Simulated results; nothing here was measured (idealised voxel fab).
process module | voxel wiring stack
cross-section cut | 270 nm wide | cells 5 nm
A cross-section is a grid of square cells, given in bands from the top down. A band is one or more rows of cells.
Each band's line starts with the height of the band's top and of its bottom, in nm. Then come its materials from left to right, each with its width in nm. One material with "throughout" fills the band from edge to edge. "air" is empty space.
Height 0 is the level under which the wafer as received is all one material. The lowest band goes on downwards, as in "0 down".
A width such as "30 to 40" changes by the same amount from each row of cells to the next, from the band's top row to its bottom row.
"no change" after a step means that no cell of the cross-section changed.
closed voids: empty space of 8 cells or more with no open way to the top, each as width x height at its distance from the left edge, in nm
after a step's settings: what the simulator itself notes on the step
overlay nm, on a step with a mask: how far to the right of its planned place the mask lay; to the left if negative
plan
1 op RECEIVE | material Si
2 op CONFORMAL_DEP | material SiO2 | thk nm 15
3 op CONFORMAL_DEP | material SiN | thk nm 5
4 op DIRECTIONAL_DEP | material SiO2 | thk nm 20
5 op DIRECTIONAL_DEP | material aC | thk nm 10
6 op PATTERN | tone open | mask id METAL_1 | material resist | width nm 30 | pitch nm 55 | thk nm 30 | overlay nm 0
7 op DIRECTIONAL_ETCH | etch materials aC | depth nm 10
8 op STRIP | etch materials resist
9 op DIRECTIONAL_ETCH | etch materials SiO2 | depth nm 20
10 op DIRECTIONAL_ETCH | etch materials SiN | depth nm 5
11 op STRIP | etch materials aC
12 op CONFORMAL_DEP | material TiN | thk nm 5
13 op FILL_DEP | material Cu | thk nm 10
14 op CMP | height nm 40
15 op CONFORMAL_DEP | material SiCN | thk nm 5
16 op DIRECTIONAL_DEP | material lowk | thk nm 25
17 op PATTERN | tone open | mask id METAL_2 | material resist | width nm 30 | pitch nm 55 | thk nm 15 | overlay nm 0
18 op DIRECTIONAL_ETCH | etch materials lowk | depth nm 15
19 op STRIP | etch materials resist
20 op PATTERN | tone open | mask id METAL_2_HOLES | material resist | width nm 15 | pitch nm 110 | thk nm 15 | overlay nm 0
21 op DIRECTIONAL_ETCH | etch materials lowk | depth nm 10
22 op DIRECTIONAL_ETCH | etch materials SiCN | depth nm 5
23 op STRIP | etch materials resist
24 op CONFORMAL_DEP | material TiN | thk nm 5
25 op FILL_DEP | material Ru | thk nm 10
26 op CMP | height nm 70
27 op CONFORMAL_DEP | material SiN | thk nm 5
as received, after step 1
  0 down: Si throughout
  closed voids: none
first wafer at the end, as planned
  75 to 70: SiN throughout
  70 to 60: lowk 65 | TiN 5 | Ru 20 | TiN 5 | lowk 25 | TiN 5 | Ru 20 | TiN 5 | lowk 25 | TiN 5 | Ru 20 | TiN 5 | lowk 65
  60 to 55: lowk 65 | TiN 5 | Ru 5 | TiN 20 | lowk 25 | TiN 30 | lowk 25 | TiN 5 | Ru 5 | TiN 20 | lowk 65
  55 to 45: lowk 65 | TiN 5 | Ru 5 | TiN 5 | lowk 95 | TiN 5 | Ru 5 | TiN 5 | lowk 80
  45 to 40: SiCN 65 | TiN 15 | SiCN 95 | TiN 15 | SiCN 80
  40 to 20: SiO2 65 | TiN 5 | Cu 20 | TiN 5 | SiO2 25 | TiN 5 | Cu 20 | TiN 5 | SiO2 25 | TiN 5 | Cu 20 | TiN 5 | SiO2 65
  20 to 15: SiN 65 | TiN 30 | SiN 25 | TiN 30 | SiN 25 | TiN 30 | SiN 65
  15 to 0: SiO2 throughout
  0 down: Si throughout
  closed voids: none
second wafer at the end: like start, like plan, one mistake
  75 to 70: SiN throughout
  70 to 60: lowk 65 | TiN 5 | Ru 20 | TiN 5 | lowk 25 | TiN 5 | Ru 20 | TiN 5 | lowk 25 | TiN 5 | Ru 20 | TiN 5 | lowk 65
  60 to 55: lowk 65 | TiN 5 | Ru 5 | TiN 20 | lowk 25 | TiN 30 | lowk 25 | TiN 5 | Ru 5 | TiN 20 | lowk 65
  55 to 50: lowk 65 | TiN 15 | lowk 95 | TiN 15 | lowk 80
  50 to 45: lowk throughout
  45 to 40: SiCN throughout
  40 to 20: SiO2 65 | TiN 5 | Cu 20 | TiN 5 | SiO2 25 | TiN 5 | Cu 20 | TiN 5 | SiO2 25 | TiN 5 | Cu 20 | TiN 5 | SiO2 65
  20 to 15: SiN 65 | TiN 30 | SiN 25 | TiN 30 | SiN 25 | TiN 30 | SiN 65
  15 to 0: SiO2 throughout
  0 down: Si throughout
  closed voids: none
what went wrong: step 21 ran as: op DIRECTIONAL_ETCH | etch materials lowk | depth nm 5
at the end the second wafer has, in cells: 4 fewer of Ru | 6 more of SiCN | 8 fewer of TiN | 6 more of lowk
